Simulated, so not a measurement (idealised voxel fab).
The process module that follows is named voxel capacitor over wiring.
270 nm wide, 5 nm square cells: that's cross-section cut.
Format of a cross-section: grid, square cells. Given as bands. Order: top down. Band: one or more rows of cells. Band: top height; bottom height; in nm. Then, left to right: material with width in nm, for each material. "edge to edge": a single material spanning edge to edge. "air": empty space. Counting heights begins at 0, where everything beneath is, in the wafer as received, one material. The lowest band has no bottom; it goes on downwards, as "0..down" shows. The notation "30 to 40" denotes a width that varies across the rows of cells in the band, beginning at the first number in the top row, finishing at the second number in the bottom row, and changing by an identical amount from each row to the next. Key: "no alteration" - step with no changed cell in the cross-section. In "Enclosed cavity list" the enclosed voids are listed, meaning empty spaces of 8 cells or larger without any opening to the top. The form is width x height at distance, distance from the left edge, units nm. Where a step's line continues beyond its settings, the continuation is a remark by the simulator itself on that step. "overlay nm" answers the question of how far to the right of plan the mask lay on a step that has a mask, and when it is negative the answer is to the left. Read the rest as pairs. Take the cross-section before one process step, then the cross-section after it, which shows only down to the lowest band that changed. Under the pair, find the step between them and its settings. Bear in mind that pairs may come from different runs of this module on the same starting wafer: link a pair to the pair above it only where its entry headed "Pre-step profile" says to.
**Pre-step profile**
75..65 | aC edge to edge
65..50 | lowk edge to edge
50..45 | SiCN edge to edge
45..40 | 70 of SiCN | 40 of Ru | 50 of SiCN | 40 of Ru | 70 of SiCN
40..35 | 75 of SiO2 | 5 of TiN | 20 of Ru | 5 of TiN | 60 of SiO2 | 5 of TiN | 20 of Ru | 5 of TiN | 75 of SiO2
35..30 | 75 of SiN | 30 of TiN | 60 of SiN | 30 of TiN | 75 of SiN
30..0 | SiO2 edge to edge
0..down | Si edge to edge
Enclosed cavity list: none
**Sectional View, Post-Process**
100..75 | 90 of resist | 15 of air | 165 of resist
Everything under 75 stays put, no change at all.
Enclosed cavity list: none
Which operation links the two cross-sections above? PATTERN: tone open, mask id PLUG_1, material resist, width nm 15, thk nm 25, overlay nm 0
Pre-step profile: see preceding pair, after cross-section.
**Sectional View, Post-Process**
90..75 | 90 of resist | 15 of air | 165 of resist
75..65 | 90 of aC | 15 of air | 165 of aC
Everything under 65 stays put, no change at all.
Enclosed cavity list: none
Which operation links the two cross-sections above? DIRECTIONAL_ETCH: etch materials aC, depth nm 10
Pre-step profile: see preceding pair, after cross-section.
**Sectional View, Post-Process**
75..65 | 90 of aC | 15 of air | 165 of aC
Everything under 65 stays put, no change at all.
Enclosed cavity list: none
Which operation links the two cross-sections above? STRIP: etch materials resist
Pre-step profile: see preceding pair, after cross-section.
**Sectional View, Post-Process**
75..65 | 90 of aC | 15 of air | 165 of aC
65..50 | 90 of lowk | 15 of air | 165 of lowk
Everything under 50 stays put, no change at all.
Enclosed cavity list: none
Which operation links the two cross-sections above? DIRECTIONAL_ETCH: etch materials lowk, depth nm 15
Pre-step profile: see preceding pair, after cross-section.
**Sectional View, Post-Process**
75..65 | 90 of aC | 15 of air | 165 of aC
65..50 | 90 of lowk | 15 of air | 165 of lowk
50..45 | 90 of SiCN | 15 of air | 165 of SiCN
Everything under 45 stays put, no change at all.
Enclosed cavity list: none
Which operation links the two cross-sections above? DIRECTIONAL_ETCH: etch materials SiCN, depth nm 5
Pre-step profile: see preceding pair, after cross-section.
**Sectional View, Post-Process**
65..50 | 90 of lowk | 15 of air | 165 of lowk
Everything under 50 stays put, no change at all.
Enclosed cavity list: none
Which operation links the two cross-sections above? STRIP: etch materials aC
Pre-step profile: see preceding pair, after cross-section.
**Sectional View, Post-Process**
70..65 | 95 of TiN | 5 of air | 170 of TiN
65..50 | 90 of lowk | 5 of TiN | 5 of air | 5 of TiN | 165 of lowk
50..45 | 90 of SiCN | 15 of TiN | 165 of SiCN
Everything under 45 stays put, no change at all.
Enclosed cavity list: none
Which operation links the two cross-sections above? CONFORMAL_DEP: material TiN, thk nm 5
Pre-step profile: see preceding pair, after cross-section.
**Sectional View, Post-Process**
75..70 | Cu edge to edge
70..65 | 95 of TiN | 5 of Cu | 170 of TiN
65..50 | 90 of lowk | 5 of TiN | 5 of Cu | 5 of TiN | 165 of lowk
Everything under 50 stays put, no change at all.
Enclosed cavity list: none
Which operation links the two cross-sections above? FILL_DEP: material Cu, thk nm 5
Pre-step profile: see preceding pair, after cross-section.
**Sectional View, Post-Process**
65..50 | 90 of lowk | 5 of TiN | 5 of Cu | 5 of TiN | 165 of lowk
Everything under 50 stays put, no change at all.
Enclosed cavity list: none
Which operation links the two cross-sections above? CMP: height nm 65
Pre-step profile: see preceding pair, after cross-section.
**Sectional View, Post-Process**
70..65 | TiN edge to edge
Everything under 65 stays put, no change at all.
Enclosed cavity list: none
Which operation links the two cross-sections above? DIRECTIONAL_DEP: material TiN, thk nm 5
Pre-step profile: see preceding pair, after cross-section.
**Sectional View, Post-Process**
75..70 | Al2O3 edge to edge
Everything under 70 stays put, no change at all.
Enclosed cavity list: none
Which operation links the two cross-sections above? DIRECTIONAL_DEP: material Al2O3, thk nm 5
Pre-step profile: see preceding pair, after cross-section.
**Sectional View, Post-Process**
85..75 | TiN edge to edge
Everything under 75 stays put, no change at all.
Enclosed cavity list: none
Which operation links the two cross-sections above? DIRECTIONAL_DEP: material TiN, thk nm 10
Pre-step profile: see preceding pair, after cross-section.
**Sectional View, Post-Process**
100..85 | aC edge to edge
Everything under 85 stays put, no change at all.
Enclosed cavity list: none
Which operation links the two cross-sections above? DIRECTIONAL_DEP: material aC, thk nm 15
Pre-step profile: see preceding pair, after cross-section.
**Sectional View, Post-Process**
135..100 | 90 of air | 65 of resist | 115 of air
Everything under 100 stays put, no change at all.
Enclosed cavity list: none
Which operation links the two cross-sections above? PATTERN: tone cover, mask id UPPER_PLATE, material resist, width nm 65, thk nm 35, overlay nm 0
Pre-step profile: see preceding pair, after cross-section.
**Sectional View, Post-Process**
120..100 | 90 of air | 65 of resist | 115 of air
100..85 | 90 of air | 65 of aC | 115 of air
Everything under 85 stays put, no change at all.
Enclosed cavity list: none
Which operation links the two cross-sections above? DIRECTIONAL_ETCH: etch materials aC, depth nm 15
Pre-step profile: see preceding pair, after cross-section.
**Sectional View, Post-Process**
100..85 | 90 of air | 65 of aC | 115 of air
Everything under 85 stays put, no change at all.
Enclosed cavity list: none
Which operation links the two cross-sections above? STRIP: etch materials resist
Pre-step profile: see preceding pair, after cross-section.
**Sectional View, Post-Process**
100..85 | 90 of air | 65 of aC | 115 of air
85..75 | 90 of air | 65 of TiN | 115 of air
Everything under 75 stays put, no change at all.
Enclosed cavity list: none
Which operation links the two cross-sections above? DIRECTIONAL_ETCH: etch materials TiN, depth nm 10
Pre-step profile: see preceding pair, after cross-section.
**Sectional View, Post-Process**
100..85 | 90 of air | 65 of aC | 115 of air
85..75 | 90 of air | 65 of TiN | 115 of air
75..70 | 90 of air | 65 of Al2O3 | 115 of air
Everything under 70 stays put, no change at all.
Enclosed cavity list: none
Which operation links the two cross-sections above? DIRECTIONAL_ETCH: etch materials Al2O3, depth nm 5
Pre-step profile: see preceding pair, after cross-section.
**Sectional View, Post-Process**
85..75 | 90 of air | 65 of TiN | 115 of air
Everything under 75 stays put, no change at all.
Enclosed cavity list: none
Which operation links the two cross-sections above? STRIP: etch materials aC
Pre-step profile: see preceding pair, after cross-section.
**Sectional View, Post-Process**
105..85 | 85 of air | 75 of resist | 110 of air
85..75 | 85 of air | 5 of resist | 65 of TiN | 5 of resist | 110 of air
75..70 | 85 of air | 5 of resist | 65 of Al2O3 | 5 of resist | 110 of air
Everything under 70 stays put, no change at all.
Enclosed cavity list: none
Which operation links the two cross-sections above? PATTERN: tone cover, mask id LOWER_PLATE, material resist, width nm 75, thk nm 20, overlay nm 0
Pre-step profile: see preceding pair, after cross-section.
**Sectional View, Post-Process**
105..85 | 85 of air | 75 of resist | 110 of air
85..75 | 85 of air | 5 of resist | 65 of TiN | 5 of resist | 110 of air
75..70 | 85 of air | 5 of resist | 65 of Al2O3 | 5 of resist | 110 of air
70..65 | 85 of air | 75 of TiN | 110 of air
Everything under 65 stays put, no change at all.
Enclosed cavity list: none
Which operation links the two cross-sections above? DIRECTIONAL_ETCH: etch materials TiN, depth nm 5
Pre-step profile: see preceding pair, after cross-section.
**Sectional View, Post-Process**
85..75 | 90 of air | 65 of TiN | 115 of air
75..70 | 90 of air | 65 of Al2O3 | 115 of air
Everything under 70 stays put, no change at all.
Enclosed cavity list: none
Which operation links the two cross-sections above? STRIP: etch materials resist
Pre-step profile: see preceding pair, after cross-section.
**Sectional View, Post-Process**
100..85 | SiO2 edge to edge
85..75 | 90 of SiO2 | 65 of TiN | 115 of SiO2
75..70 | 90 of SiO2 | 65 of Al2O3 | 115 of SiO2
70..65 | 85 of SiO2 | 75 of TiN | 110 of SiO2
Everything under 65 stays put, no change at all.
Enclosed cavity list: none
Which operation links the two cross-sections above? FILL_DEP: material SiO2, thk nm 15
Pre-step profile: see preceding pair, after cross-section.
**Sectional View, Post-Process**
95..85 | SiO2 edge to edge
Everything under 85 stays put, no change at all.
Enclosed cavity list: none
Which operation links the two cross-sections above? CMP: height nm 95
Pre-step profile: see preceding pair, after cross-section.
**Sectional View, Post-Process**
95..85 | 100 of SiO2 | 15 of air | 155 of SiO2
Everything under 85 stays put, no change at all.
Enclosed cavity list: none
Which operation links the two cross-sections above? MASKED_ETCH: tone open, mask id PLUG_2, width nm 15, etch materials SiO2, depth nm 10, overlay nm 0
Pre-step profile: see preceding pair, after cross-section.
**Sectional View, Post-Process**
100..95 | 105 of TiN | 5 of air | 160 of TiN
95..90 | 100 of SiO2 | 5 of TiN | 5 of air | 5 of TiN | 155 of SiO2
90..85 | 100 of SiO2 | 15 of TiN | 155 of SiO2
Everything under 85 stays put, no change at all.
Enclosed cavity list: none
Which operation links the two cross-sections above? CONFORMAL_DEP: material TiN, thk nm 5
Pre-step profile: see preceding pair, after cross-section.
**Sectional View, Post-Process**
110..100 | Cu edge to edge
100..95 | 105 of TiN | 5 of Cu | 160 of TiN
95..90 | 100 of SiO2 | 5 of TiN | 5 of Cu | 5 of TiN | 155 of SiO2
Everything under 90 stays put, no change at all.
Enclosed cavity list: none
Which operation links the two cross-sections above? FILL_DEP: material Cu, thk nm 10
Pre-step profile: see preceding pair, after cross-section.
**Sectional View, Post-Process**
95..90 | 100 of SiO2 | 5 of TiN | 5 of Cu | 5 of TiN | 155 of SiO2
Everything under 90 stays put, no change at all.
Enclosed cavity list: none
Which operation links the two cross-sections above? CMP: height nm 95
Pre-step profile: see preceding pair, after cross-section.
**Sectional View, Post-Process**
100..95 | SiCN edge to edge
Everything under 95 stays put, no change at all.
Enclosed cavity list: none
Which operation links the two cross-sections above? CONFORMAL_DEP: material SiCN, thk nm 5
**Pre-step profile**
65..50 | 90 of lowk | 5 of TiN | 5 of Cu | 5 of TiN | 165 of lowk
50..45 | 90 of SiCN | 15 of TiN | 165 of SiCN
45..40 | 70 of SiCN | 40 of Ru | 50 of SiCN | 40 of Ru | 70 of SiCN
40..20 | 75 of SiO2 | 5 of TiN | 20 of Ru | 5 of TiN | 60 of SiO2 | 5 of TiN | 20 of Ru | 5 of TiN | 75 of SiO2
20..15 | 75 of SiN | 30 of TiN | 60 of SiN | 30 of TiN | 75 of SiN
15..0 | SiO2 edge to edge
0..down | Si edge to edge
Enclosed cavity list: none
**Sectional View, Post-Process**
70..65 | Al2O3 edge to edge
Everything under 65 stays put, no change at all.
Enclosed cavity list: none
Which operation links the two cross-sections above? DIRECTIONAL_DEP: material Al2O3, thk nm 5
Pre-step profile: see preceding pair, after cross-section.
**Sectional View, Post-Process**
75..70 | TiN edge to edge
Everything under 70 stays put, no change at all.
Enclosed cavity list: none
Which operation links the two cross-sections above? DIRECTIONAL_DEP: material TiN, thk nm 5
Pre-step profile: see preceding pair, after cross-section.
**Sectional View, Post-Process**
85..70 | TiN edge to edge
Everything under 70 stays put, no change at all.
Enclosed cavity list: none
Which operation links the two cross-sections above? DIRECTIONAL_DEP: material TiN, thk nm 10
Pre-step profile: see preceding pair, after cross-section.
**Sectional View, Post-Process**
100..85 | aC edge to edge
Everything under 85 stays put, no change at all.
Enclosed cavity list: none
Which operation links the two cross-sections above? DIRECTIONAL_DEP: material aC, thk nm 15
Pre-step profile: see preceding pair, after cross-section.
**Sectional View, Post-Process**
135..100 | 90 of air | 65 of resist | 115 of air
Everything under 100 stays put, no change at all.
Enclosed cavity list: none
Which operation links the two cross-sections above? PATTERN: tone cover, mask id UPPER_PLATE, material resist, width nm 65, thk nm 35, overlay nm 0
Pre-step profile: see preceding pair, after cross-section.
**Sectional View, Post-Process**
120..100 | 90 of air | 65 of resist | 115 of air
100..85 | 90 of air | 65 of aC | 115 of air
Everything under 85 stays put, no change at all.
Enclosed cavity list: none
Which operation links the two cross-sections above? DIRECTIONAL_ETCH: etch materials aC, depth nm 15
Pre-step profile: see preceding pair, after cross-section.
**Sectional View, Post-Process**
100..85 | 90 of air | 65 of aC | 115 of air
Everything under 85 stays put, no change at all.
Enclosed cavity list: none
Which operation links the two cross-sections above? STRIP: etch materials resist
Pre-step profile: see preceding pair, after cross-section.
**Sectional View, Post-Process**
100..85 | 90 of air | 65 of aC | 115 of air
85..75 | 90 of air | 65 of TiN | 115 of air
Everything under 75 stays put, no change at all.
Enclosed cavity list: none
Which operation links the two cross-sections above? DIRECTIONAL_ETCH: etch materials TiN, depth nm 10
Pre-step profile: see preceding pair, after cross-section.
**Sectional View, Post-Process**
85..75 | 90 of air | 65 of TiN | 115 of air
Everything under 75 stays put, no change at all.
Enclosed cavity list: none
Which operation links the two cross-sections above? STRIP: etch materials aC
Pre-step profile: see preceding pair, after cross-section.
**Sectional View, Post-Process**
105..85 | 85 of air | 75 of resist | 110 of air
85..75 | 85 of air | 5 of resist | 65 of TiN | 5 of resist | 110 of air
Everything under 75 stays put, no change at all.
Enclosed cavity list: none
Which operation links the two cross-sections above? PATTERN: tone cover, mask id LOWER_PLATE, material resist, width nm 75, thk nm 20, overlay nm 0
Pre-step profile: see preceding pair, after cross-section.
**Sectional View, Post-Process**
105..85 | 85 of air | 75 of resist | 110 of air
85..75 | 85 of air | 5 of resist | 65 of TiN | 5 of resist | 110 of air
75..70 | 85 of air | 75 of TiN | 110 of air
Everything under 70 stays put, no change at all.
Enclosed cavity list: none
Which operation links the two cross-sections above? DIRECTIONAL_ETCH: etch materials TiN, depth nm 5
Pre-step profile: see preceding pair, after cross-section.
**Sectional View, Post-Process**
85..75 | 90 of air | 65 of TiN | 115 of air
Everything under 75 stays put, no change at all.
Enclosed cavity list: none
Which operation links the two cross-sections above? STRIP: etch materials resist
Pre-step profile: see preceding pair, after cross-section.
**Sectional View, Post-Process**
100..85 | SiO2 edge to edge
85..75 | 90 of SiO2 | 65 of TiN | 115 of SiO2
75..70 | 85 of SiO2 | 75 of TiN | 110 of SiO2
Everything under 70 stays put, no change at all.
Enclosed cavity list: none
Which operation links the two cross-sections above? FILL_DEP: material SiO2, thk nm 15
Pre-step profile: see preceding pair, after cross-section.
**Sectional View, Post-Process**
95..85 | SiO2 edge to edge
Everything under 85 stays put, no change at all.
Enclosed cavity list: none
Which operation links the two cross-sections above? CMP: height nm 95
Pre-step profile: see preceding pair, after cross-section.
**Sectional View, Post-Process**
95..85 | 100 of SiO2 | 15 of air | 155 of SiO2
Everything under 85 stays put, no change at all.
Enclosed cavity list: none
Which operation links the two cross-sections above? MASKED_ETCH: tone open, mask id PLUG_2, width nm 15, etch materials SiO2, depth nm 10, overlay nm 0
Pre-step profile: see preceding pair, after cross-section.
**Sectional View, Post-Process**
100..95 | 105 of TiN | 5 of air | 160 of TiN
95..90 | 100 of SiO2 | 5 of TiN | 5 of air | 5 of TiN | 155 of SiO2
90..85 | 100 of SiO2 | 15 of TiN | 155 of SiO2
Everything under 85 stays put, no change at all.
Enclosed cavity list: none
Which operation links the two cross-sections above? CONFORMAL_DEP: material TiN, thk nm 5
Pre-step profile: see preceding pair, after cross-section.
**Sectional View, Post-Process**
110..100 | Cu edge to edge
100..95 | 105 of TiN | 5 of Cu | 160 of TiN
95..90 | 100 of SiO2 | 5 of TiN | 5 of Cu | 5 of TiN | 155 of SiO2
Everything under 90 stays put, no change at all.
Enclosed cavity list: none
Which operation links the two cross-sections above? FILL_DEP: material Cu, thk nm 10
Pre-step profile: see preceding pair, after cross-section.
**Sectional View, Post-Process**
95..90 | 100 of SiO2 | 5 of TiN | 5 of Cu | 5 of TiN | 155 of SiO2
Everything under 90 stays put, no change at all.
Enclosed cavity list: none
Which operation links the two cross-sections above? CMP: height nm 95
Pre-step profile: see preceding pair, after cross-section.
**Sectional View, Post-Process**
100..95 | SiCN edge to edge
Everything under 95 stays put, no change at all.
Enclosed cavity list: none
Which operation links the two cross-sections above? CONFORMAL_DEP: material SiCN, thk nm 5
**Pre-step profile**
20..15 | SiN edge to edge
15..0 | SiO2 edge to edge
0..down | Si edge to edge
Enclosed cavity list: none
**Sectional View, Post-Process**
30..20 | SiO2 edge to edge
Everything under 20 stays put, no change at all.
Enclosed cavity list: none
Which operation links the two cross-sections above? DIRECTIONAL_DEP: material SiO2, thk nm 10
Pre-step profile: see preceding pair, after cross-section.
**Sectional View, Post-Process**
50..30 | 75 of resist | 30 of air | 60 of resist | 30 of air | 75 of resist
Everything under 30 stays put, no change at all.
Enclosed cavity list: none
Which operation links the two cross-sections above? PATTERN: tone open, mask id METAL_1, material resist, width nm 30, pitch nm 90, thk nm 20, overlay nm 0
Pre-step profile: see preceding pair, after cross-section.
**Sectional View, Post-Process**
50..30 | 75 of resist | 30 of air | 60 of resist | 30 of air | 75 of resist
30..20 | 75 of SiO2 | 30 of air | 60 of SiO2 | 30 of air | 75 of SiO2
Everything under 20 stays put, no change at all.
Enclosed cavity list: none
Which operation links the two cross-sections above? DIRECTIONAL_ETCH: etch materials SiO2, depth nm 20
Pre-step profile: see preceding pair, after cross-section.
**Sectional View, Post-Process**
50..30 | 75 of resist | 30 of air | 60 of resist | 30 of air | 75 of resist
30..20 | 75 of SiO2 | 30 of air | 60 of SiO2 | 30 of air | 75 of SiO2
20..15 | 75 of SiN | 30 of air | 60 of SiN | 30 of air | 75 of SiN
Everything under 15 stays put, no change at all.
Enclosed cavity list: none
Which operation links the two cross-sections above? DIRECTIONAL_ETCH: etch materials SiN, depth nm 5
Pre-step profile: see preceding pair, after cross-section.
**Sectional View, Post-Process**
30..20 | 75 of SiO2 | 30 of air | 60 of SiO2 | 30 of air | 75 of SiO2
Everything under 20 stays put, no change at all.
Enclosed cavity list: none
Which operation links the two cross-sections above? STRIP: etch materials resist
Pre-step profile: see preceding pair, after cross-section.
**Sectional View, Post-Process**
35..30 | 80 of TiN | 20 of air | 70 of TiN | 20 of air | 80 of TiN
30..20 | 75 of SiO2 | 5 of TiN | 20 of air | 5 of TiN | 60 of SiO2 | 5 of TiN | 20 of air | 5 of TiN | 75 of SiO2
20..15 | 75 of SiN | 30 of TiN | 60 of SiN | 30 of TiN | 75 of SiN
Everything under 15 stays put, no change at all.
Enclosed cavity list: none
Which operation links the two cross-sections above? CONFORMAL_DEP: material TiN, thk nm 5
Pre-step profile: see preceding pair, after cross-section.
**Sectional View, Post-Process**
45..35 | Ru edge to edge
35..30 | 80 of TiN | 20 of Ru | 70 of TiN | 20 of Ru | 80 of TiN
30..20 | 75 of SiO2 | 5 of TiN | 20 of Ru | 5 of TiN | 60 of SiO2 | 5 of TiN | 20 of Ru | 5 of TiN | 75 of SiO2
Everything under 20 stays put, no change at all.
Enclosed cavity list: none
Which operation links the two cross-sections above? FILL_DEP: material Ru, thk nm 10
Pre-step profile: see preceding pair, after cross-section.
**Sectional View, Post-Process**
40..35 | Ru edge to edge
Everything under 35 stays put, no change at all.
Enclosed cavity list: none
Which operation links the two cross-sections above? CMP: height nm 40
Pre-step profile: see preceding pair, after cross-section.
**Sectional View, Post-Process**
45..35 | Ru edge to edge
Everything under 35 stays put, no change at all.
Enclosed cavity list: none
Which operation links the two cross-sections above? EPI: material Ru, thk nm 5
Pre-step profile: see preceding pair, after cross-section.
**Sectional View, Post-Process**
50..45 | SiCN edge to edge
Everything under 45 stays put, no change at all.
Enclosed cavity list: none
Which operation links the two cross-sections above? FILL_DEP: material SiCN, thk nm 5
Pre-step profile: see preceding pair, after cross-section.
**Sectional View, Post-Process**
65..50 | lowk edge to edge
Everything under 50 stays put, no change at all.
Enclosed cavity list: none
Which operation links the two cross-sections above? DIRECTIONAL_DEP: material lowk, thk nm 15
Pre-step profile: see preceding pair, after cross-section.
**Sectional View, Post-Process**
75..65 | aC edge to edge
Everything under 65 stays put, no change at all.
Enclosed cavity list: none
Which operation links the two cross-sections above? DIRECTIONAL_DEP: material aC, thk nm 10
Pre-step profile: see preceding pair, after cross-section.
**Sectional View, Post-Process**
100..75 | 90 of resist | 15 of air | 165 of resist
Everything under 75 stays put, no change at all.
Enclosed cavity list: none
Which operation links the two cross-sections above? PATTERN: tone open, mask id PLUG_1, material resist, width nm 15, thk nm 25, overlay nm 0
Pre-step profile: see preceding pair, after cross-section.
**Sectional View, Post-Process**
90..75 | 90 of resist | 15 of air | 165 of resist
75..65 | 90 of aC | 15 of air | 165 of aC
Everything under 65 stays put, no change at all.
Enclosed cavity list: none
Which operation links the two cross-sections above? DIRECTIONAL_ETCH: etch materials aC, depth nm 10
Pre-step profile: see preceding pair, after cross-section.
**Sectional View, Post-Process**
75..65 | 90 of aC | 15 of air | 165 of aC
Everything under 65 stays put, no change at all.
Enclosed cavity list: none
Which operation links the two cross-sections above? STRIP: etch materials resist
Pre-step profile: see preceding pair, after cross-section.
**Sectional View, Post-Process**
75..65 | 90 of aC | 15 of air | 165 of aC
65..50 | 90 of lowk | 15 of air | 165 of lowk
Everything under 50 stays put, no change at all.
Enclosed cavity list: none
Which operation links the two cross-sections above? DIRECTIONAL_ETCH: etch materials lowk, depth nm 15
Pre-step profile: see preceding pair, after cross-section.
**Sectional View, Post-Process**
75..65 | 90 of aC | 15 of air | 165 of aC
65..50 | 90 of lowk | 15 of air | 165 of lowk
50..45 | 90 of SiCN | 15 of air | 165 of SiCN
Everything under 45 stays put, no change at all.
Enclosed cavity list: none
Which operation links the two cross-sections above? DIRECTIONAL_ETCH: etch materials SiCN, depth nm 5
Pre-step profile: see preceding pair, after cross-section.
**Sectional View, Post-Process**
65..50 | 90 of lowk | 15 of air | 165 of lowk
Everything under 50 stays put, no change at all.
Enclosed cavity list: none
Which operation links the two cross-sections above? STRIP: etch materials aC
Pre-step profile: see preceding pair, after cross-section.
**Sectional View, Post-Process**
70..65 | 95 of TiN | 5 of air | 170 of TiN
65..50 | 90 of lowk | 5 of TiN | 5 of air | 5 of TiN | 165 of lowk
50..45 | 90 of SiCN | 15 of TiN | 165 of SiCN
Everything under 45 stays put, no change at all.
Enclosed cavity list: none
Which operation links the two cross-sections above? CONFORMAL_DEP: material TiN, thk nm 5
Pre-step profile: see preceding pair, after cross-section.
**Sectional View, Post-Process**
75..70 | Cu edge to edge
70..65 | 95 of TiN | 5 of Cu | 170 of TiN
65..50 | 90 of lowk | 5 of TiN | 5 of Cu | 5 of TiN | 165 of lowk
Everything under 50 stays put, no change at all.
Enclosed cavity list: none
Which operation links the two cross-sections above? FILL_DEP: material Cu, thk nm 5
Pre-step profile: see preceding pair, after cross-section.
**Sectional View, Post-Process**
65..50 | 90 of lowk | 5 of TiN | 5 of Cu | 5 of TiN | 165 of lowk
Everything under 50 stays put, no change at all.
Enclosed cavity list: none
Which operation links the two cross-sections above? CMP: height nm 65
Pre-step profile: see preceding pair, after cross-section.
**Sectional View, Post-Process**
70..65 | TiN edge to edge
Everything under 65 stays put, no change at all.
Enclosed cavity list: none
Which operation links the two cross-sections above? DIRECTIONAL_DEP: material TiN, thk nm 5
Pre-step profile: see preceding pair, after cross-section.
**Sectional View, Post-Process**
75..70 | Al2O3 edge to edge
Everything under 70 stays put, no change at all.
Enclosed cavity list: none
Which operation links the two cross-sections above? DIRECTIONAL_DEP: material Al2O3, thk nm 5
Pre-step profile: see preceding pair, after cross-section.
**Sectional View, Post-Process**
85..75 | TiN edge to edge
Everything under 75 stays put, no change at all.
Enclosed cavity list: none
Which operation links the two cross-sections above? DIRECTIONAL_DEP: material TiN, thk nm 10
Pre-step profile: see preceding pair, after cross-section.
**Sectional View, Post-Process**
100..85 | aC edge to edge
Everything under 85 stays put, no change at all.
Enclosed cavity list: none
Which operation links the two cross-sections above? DIRECTIONAL_DEP: material aC, thk nm 15
Pre-step profile: see preceding pair, after cross-section.
**Sectional View, Post-Process**
135..100 | 90 of air | 65 of resist | 115 of air
Everything under 100 stays put, no change at all.
Enclosed cavity list: none
Which operation links the two cross-sections above? PATTERN: tone cover, mask id UPPER_PLATE, material resist, width nm 65, thk nm 35, overlay nm 0
Pre-step profile: see preceding pair, after cross-section.
**Sectional View, Post-Process**
120..100 | 90 of air | 65 of resist | 115 of air
100..85 | 90 of air | 65 of aC | 115 of air
Everything under 85 stays put, no change at all.
Enclosed cavity list: none
Which operation links the two cross-sections above? DIRECTIONAL_ETCH: etch materials aC, depth nm 15
Pre-step profile: see preceding pair, after cross-section.
**Sectional View, Post-Process**
100..85 | 90 of air | 65 of aC | 115 of air
Everything under 85 stays put, no change at all.
Enclosed cavity list: none
Which operation links the two cross-sections above? STRIP: etch materials resist
Pre-step profile: see preceding pair, after cross-section.
**Sectional View, Post-Process**
100..85 | 90 of air | 65 of aC | 115 of air
85..75 | 90 of air | 65 of TiN | 115 of air
Everything under 75 stays put, no change at all.
Enclosed cavity list: none
Which operation links the two cross-sections above? DIRECTIONAL_ETCH: etch materials TiN, depth nm 10
Pre-step profile: see preceding pair, after cross-section.
**Sectional View, Post-Process**
100..85 | 90 of air | 65 of aC | 115 of air
85..75 | 90 of air | 65 of TiN | 115 of air
75..70 | 90 of air | 65 of Al2O3 | 115 of air
Everything under 70 stays put, no change at all.
Enclosed cavity list: none
Which operation links the two cross-sections above? DIRECTIONAL_ETCH: etch materials Al2O3, depth nm 5
Pre-step profile: see preceding pair, after cross-section.
**Sectional View, Post-Process**
85..75 | 90 of air | 65 of TiN | 115 of air
Everything under 75 stays put, no change at all.
Enclosed cavity list: none
Which operation links the two cross-sections above? STRIP: etch materials aC
Pre-step profile: see preceding pair, after cross-section.
**Sectional View, Post-Process**
105..85 | 85 of air | 75 of resist | 110 of air
85..75 | 85 of air | 5 of resist | 65 of TiN | 5 of resist | 110 of air
75..70 | 85 of air | 5 of resist | 65 of Al2O3 | 5 of resist | 110 of air
Everything under 70 stays put, no change at all.
Enclosed cavity list: none
Which operation links the two cross-sections above? PATTERN: tone cover, mask id LOWER_PLATE, material resist, width nm 75, thk nm 20, overlay nm 0
Pre-step profile: see preceding pair, after cross-section.
**Sectional View, Post-Process**
105..85 | 85 of air | 75 of resist | 110 of air
85..75 | 85 of air | 5 of resist | 65 of TiN | 5 of resist | 110 of air
75..70 | 85 of air | 5 of resist | 65 of Al2O3 | 5 of resist | 110 of air
70..65 | 85 of air | 75 of TiN | 110 of air
Everything under 65 stays put, no change at all.
Enclosed cavity list: none
Which operation links the two cross-sections above? DIRECTIONAL_ETCH: etch materials TiN, depth nm 5
Pre-step profile: see preceding pair, after cross-section.
**Sectional View, Post-Process**
85..75 | 90 of air | 65 of TiN | 115 of air
75..70 | 90 of air | 65 of Al2O3 | 115 of air
Everything under 70 stays put, no change at all.
Enclosed cavity list: none
Which operation links the two cross-sections above? STRIP: etch materials resist
Pre-step profile: see preceding pair, after cross-section.
**Sectional View, Post-Process**
100..85 | SiO2 edge to edge
85..75 | 90 of SiO2 | 65 of TiN | 115 of SiO2
75..70 | 90 of SiO2 | 65 of Al2O3 | 115 of SiO2
70..65 | 85 of SiO2 | 75 of TiN | 110 of SiO2
Everything under 65 stays put, no change at all.
Enclosed cavity list: none
Which operation links the two cross-sections above? FILL_DEP: material SiO2, thk nm 15
Pre-step profile: see preceding pair, after cross-section.
**Sectional View, Post-Process**
95..85 | SiO2 edge to edge
Everything under 85 stays put, no change at all.
Enclosed cavity list: none
Which operation links the two cross-sections above? CMP: height nm 95
Pre-step profile: see preceding pair, after cross-section.
**Sectional View, Post-Process**
95..85 | 100 of SiO2 | 15 of air | 155 of SiO2
Everything under 85 stays put, no change at all.
Enclosed cavity list: none
Which operation links the two cross-sections above? MASKED_ETCH: tone open, mask id PLUG_2, width nm 15, etch materials SiO2, depth nm 10, overlay nm 0
Pre-step profile: see preceding pair, after cross-section.
**Sectional View, Post-Process**
100..95 | 105 of TiN | 5 of air | 160 of TiN
95..90 | 100 of SiO2 | 5 of TiN | 5 of air | 5 of TiN | 155 of SiO2
90..85 | 100 of SiO2 | 15 of TiN | 155 of SiO2
Everything under 85 stays put, no change at all.
Enclosed cavity list: none
Which operation links the two cross-sections above? CONFORMAL_DEP: material TiN, thk nm 5
Pre-step profile: see preceding pair, after cross-section.
**Sectional View, Post-Process**
110..100 | Cu edge to edge
100..95 | 105 of TiN | 5 of Cu | 160 of TiN
95..90 | 100 of SiO2 | 5 of TiN | 5 of Cu | 5 of TiN | 155 of SiO2
Everything under 90 stays put, no change at all.
Enclosed cavity list: none
Which operation links the two cross-sections above? FILL_DEP: material Cu, thk nm 10
Pre-step profile: see preceding pair, after cross-section.
**Sectional View, Post-Process**
95..90 | 100 of SiO2 | 5 of TiN | 5 of Cu | 5 of TiN | 155 of SiO2
Everything under 90 stays put, no change at all.
Enclosed cavity list: none
Which operation links the two cross-sections above? CMP: height nm 95
Pre-step profile: see preceding pair, after cross-section.
**Sectional View, Post-Process**
100..95 | SiCN edge to edge
Everything under 95 stays put, no change at all.
Enclosed cavity list: none
Which operation links the two cross-sections above? CONFORMAL_DEP: material SiCN, thk nm 5
